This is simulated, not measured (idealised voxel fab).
process module | voxel self aligned vias
Shown is cross-section cut, with a width of 290 nm and square cells of size 5 nm.
Heads up, the way a cross-section reads in here is a grid of square cells, handed over as bands from the top down, with every band being one or more rows of cells. What a band's entry tells you: where the top is and where the bottom is, as heights in nm, and after that what lies inside, material by material from left to right, each with its width in nm. Empty space is written as the word "empty", and a single material marked with the word "all across" occupies the band from edge to edge. Basically, 0 is our baseline, since under it the wafer straight out of the box is all one material. The bottom band has no lower end and keeps on going down, so it looks like "top 0, no bottom". Width: "30 to 40" (first number = top row, second number = bottom row, same change from row to row of cells). The designation "all unchanged", where it is given for a processing step, indicates that no cell of the cross-section was altered in the course of that step. "Enclosed cavity list" lists enclosed empty spaces (at least 8 cells, no open path upward to the top), each as width x height at distance from the left edge, in nm. after a step's settings: what the simulator itself notes on the step. overlay nm: right-of-plan distance of the mask on a masked step; negative values mean left-of-plan.
## These are the steps we planned for the process
1,RECEIVE,material Si
2,CONFORMAL_DEP,material SiO2,thk nm 15
3,CONFORMAL_DEP,material SiCN,thk nm 5
4,DIRECTIONAL_DEP,material SiO2,thk nm 20
5,MASKED_ETCH,tone open,mask id LINES,width nm 30,pitch nm 65,etch materials SiO2,depth nm 20,overlay nm 0
6,CONFORMAL_DEP,material TiN,thk nm 5
7,FILL_DEP,material Ru,thk nm 10
8,CMP,height nm 40
9,SELECTIVE_ETCH,etch materials W Ru TiN,depth nm 5
10,FILL_DEP,material SiN,thk nm 10
11,CMP,height nm 40
12,DIRECTIONAL_DEP,material SiO2,thk nm 15
13,DIRECTIONAL_DEP,material aC,thk nm 10
14,PATTERN,tone open,mask id VIAS,material resist,width nm 30,pitch nm 130,thk nm 30,overlay nm 0
15,DIRECTIONAL_ETCH,etch materials aC,depth nm 10
16,STRIP,etch materials resist
17,DIRECTIONAL_ETCH,etch materials SiO2,depth nm 15
18,DIRECTIONAL_ETCH,etch materials SiN,depth nm 5
19,STRIP,etch materials aC
20,CONFORMAL_DEP,material TiN,thk nm 5
21,FILL_DEP,material W,thk nm 10
22,CMP,height nm 55
23,CONFORMAL_DEP,material SiCN,thk nm 5
varied across the wafers: width nm of step 14. The plan shows the first wafer's value. All wafers start alike
## The first of several wafers, as received after step 1, seen in section
top 0, no bottom = Si all across
Enclosed cavity list: none
## The cross-section of the first of several wafers is given below for the end of the module, after its final step, step 23
top 60, bottom 55 = SiCN all across
top 55, bottom 40 = 65 of SiO2, then 5 of TiN, then 20 of W, then 5 of TiN, then 100 of SiO2, then 5 of TiN, then 20 of W, then 5 of TiN, then 65 of SiO2
top 40, bottom 35 = 65 of SiO2, then 30 of TiN, then 35 of SiO2, then 30 of SiN, then 35 of SiO2, then 30 of TiN, then 65 of SiO2
top 35, bottom 25 = 65 of SiO2, then 5 of TiN, then 20 of Ru, then 5 of TiN, then 35 of SiO2, then 5 of TiN, then 20 of Ru, then 5 of TiN, then 35 of SiO2, then 5 of TiN, then 20 of Ru, then 5 of TiN, then 65 of SiO2
top 25, bottom 20 = 65 of SiO2, then 30 of TiN, then 35 of SiO2, then 30 of TiN, then 35 of SiO2, then 30 of TiN, then 65 of SiO2
top 20, bottom 15 = SiCN all across
top 15, bottom 0 = SiO2 all across
top 0, no bottom = Si all across
Enclosed cavity list: none
## Last-wafer cross-section at the end of the module
top 60, bottom 55 = SiCN all across
top 55, bottom 45 = 55 of SiO2, then 5 of TiN, then 45 of W, then 5 of TiN, then 75 of SiO2, then 5 of TiN, then 45 of W, then 5 of TiN, then 50 of SiO2
top 45, bottom 40 = 55 of SiO2, then 15 of TiN, then 20 of W, then 20 of TiN, then 75 of SiO2, then 15 of TiN, then 20 of W, then 20 of TiN, then 50 of SiO2
top 40, bottom 35 = 65 of SiO2, then 30 of TiN, then 35 of SiO2, then 30 of SiN, then 35 of SiO2, then 30 of TiN, then 65 of SiO2
top 35, bottom 25 = 65 of SiO2, then 5 of TiN, then 20 of Ru, then 5 of TiN, then 35 of SiO2, then 5 of TiN, then 20 of Ru, then 5 of TiN, then 35 of SiO2, then 5 of TiN, then 20 of Ru, then 5 of TiN, then 65 of SiO2
top 25, bottom 20 = 65 of SiO2, then 30 of TiN, then 35 of SiO2, then 30 of TiN, then 35 of SiO2, then 30 of TiN, then 65 of SiO2
top 20, bottom 15 = SiCN all across
top 15, bottom 0 = SiO2 all across
top 0, no bottom = Si all across
Enclosed cavity list: none
## End of module, by wafer: material-by-material cell gain (+) or loss (-) since receipt, then closed voids
width nm 30; +24 Ru; +116 SiCN; +6 SiN; +472 SiO2; +54 TiN; +24 W; Enclosed cavity list: none
width nm 35; +24 Ru; +116 SiCN; +6 SiN; +466 SiO2; +56 TiN; +28 W; Enclosed cavity list: none
width nm 40; +24 Ru; +116 SiCN; +6 SiN; +460 SiO2; +58 TiN; +32 W; Enclosed cavity list: none
width nm 45; +24 Ru; +116 SiCN; +6 SiN; +454 SiO2; +60 TiN; +36 W; Enclosed cavity list: none
width nm 50; +24 Ru; +116 SiCN; +6 SiN; +448 SiO2; +62 TiN; +40 W; Enclosed cavity list: none
width nm 55; +24 Ru; +116 SiCN; +6 SiN; +442 SiO2; +64 TiN; +44 W; Enclosed cavity list: none
